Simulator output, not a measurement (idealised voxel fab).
This section sets out a process module, namely voxel ribs on slabs.
Section shown: cut. Width: 250 nm. Cell size: 5 nm, square.
If you're reading a cross-section in this doc, picture square cells in a grid; it comes to you as bands, top ones listed first down to the bottom, and a band can be one or more rows of cells.
Band: top and bottom heights (nm) first, top before bottom; then materials from left to right, widths in nm. "edge to edge" marks a sole material filling the band edge to edge. "blank" denotes empty space.
Note: height 0 marks the level under which the wafer is uniformly one material as received. Lowest band unbounded below, written "0 down".
Width: "30 to 40" (first number = top row, second number = bottom row, same change from row to row of cells).
"no change occurred" after a step means that no cell of the cross-section changed.
Entry "Closed void list". Content: empty spaces with no open connection to the top, size 8 cells or greater. Each: width x height at distance. Distance: from left edge. Unit: nm.
Where a step's line continues beyond its settings, the continuation is a remark by the simulator itself on that step.
Among the settings permitted on a step's line is "overlay nm"; applied to a step with a mask, it specifies the extent to which the mask lay to the right of its planned position, whereas a negative figure signifies a position to the left.
# The process steps that were planned are listed below
1,RECEIVE with material Si
2,DIRECTIONAL_DEP with material SiO2, thk nm 20
3,DIRECTIONAL_DEP with material SiN, thk nm 25
4,PATTERN with tone cover, mask id RIB, material resist, width nm 25, thk nm 15, overlay nm 0
5,DIRECTIONAL_ETCH with etch materials SiN, depth nm 5
6,STRIP with etch materials resist
7,DIRECTIONAL_DEP with material aC, thk nm 10
8,PATTERN with tone cover, mask id SLAB, material resist, width nm 55, thk nm 25, overlay nm 0
9,DIRECTIONAL_ETCH with etch materials aC, depth nm 10
10,STRIP with etch materials resist
11,DIRECTIONAL_ETCH with etch materials SiN, depth nm 20
12,STRIP with etch materials aC
13,FILL_DEP with material SiO2, thk nm 25
14,CMP with height nm 65
15,DIRECTIONAL_DEP with material TiN, thk nm 10
16,DIRECTIONAL_DEP with material aC, thk nm 15
17,PATTERN with tone cover, mask id HEATER, material resist, width nm 35, thk nm 35, overlay nm 0
18,DIRECTIONAL_ETCH with etch materials aC, depth nm 15
19,STRIP with etch materials resist
20,DIRECTIONAL_ETCH with etch materials TiN, depth nm 10
21,STRIP with etch materials aC
22,CONFORMAL_DEP with material SiN, thk nm 10
# Step 1 complete: cross-section of the wafer as received
	0 down = Si edge to edge
	Closed void list: none
# Module complete - cross-section of the first of two wafers, run according to plan
	85 to 75 = 95 of blank; 55 of SiN; 100 of blank
	75 to 65 = 105 of SiN; 35 of TiN; 110 of SiN
	65 to 45 = SiO2 edge to edge
	45 to 40 = 110 of SiO2; 25 of SiN; 115 of SiO2
	40 to 20 = 95 of SiO2; 55 of SiN; 100 of SiO2
	20 to 0 = SiO2 edge to edge
	0 down = Si edge to edge
	Closed void list: none
# Same start, same plan as the first wafer - but one mistake in the run. Cross-section of the second of the two at the end of the module
	85 to 75 = 95 of blank; 55 of TiN; 100 of blank
	75 to 65 = TiN edge to edge
	65 to 45 = SiO2 edge to edge
	45 to 40 = 110 of SiO2; 25 of SiN; 115 of SiO2
	40 to 20 = 95 of SiO2; 55 of SiN; 100 of SiO2
	20 to 0 = SiO2 edge to edge
	0 down = Si edge to edge
	Closed void list: none
What broke from the plan during processing? rather than as planned, step 22 actually ran as CONFORMAL_DEP with material TiN, thk nm 10
Count the cells at the end and the second wafer has more or fewer of some materials than the first: 108 fewer of SiN | 108 more of TiN
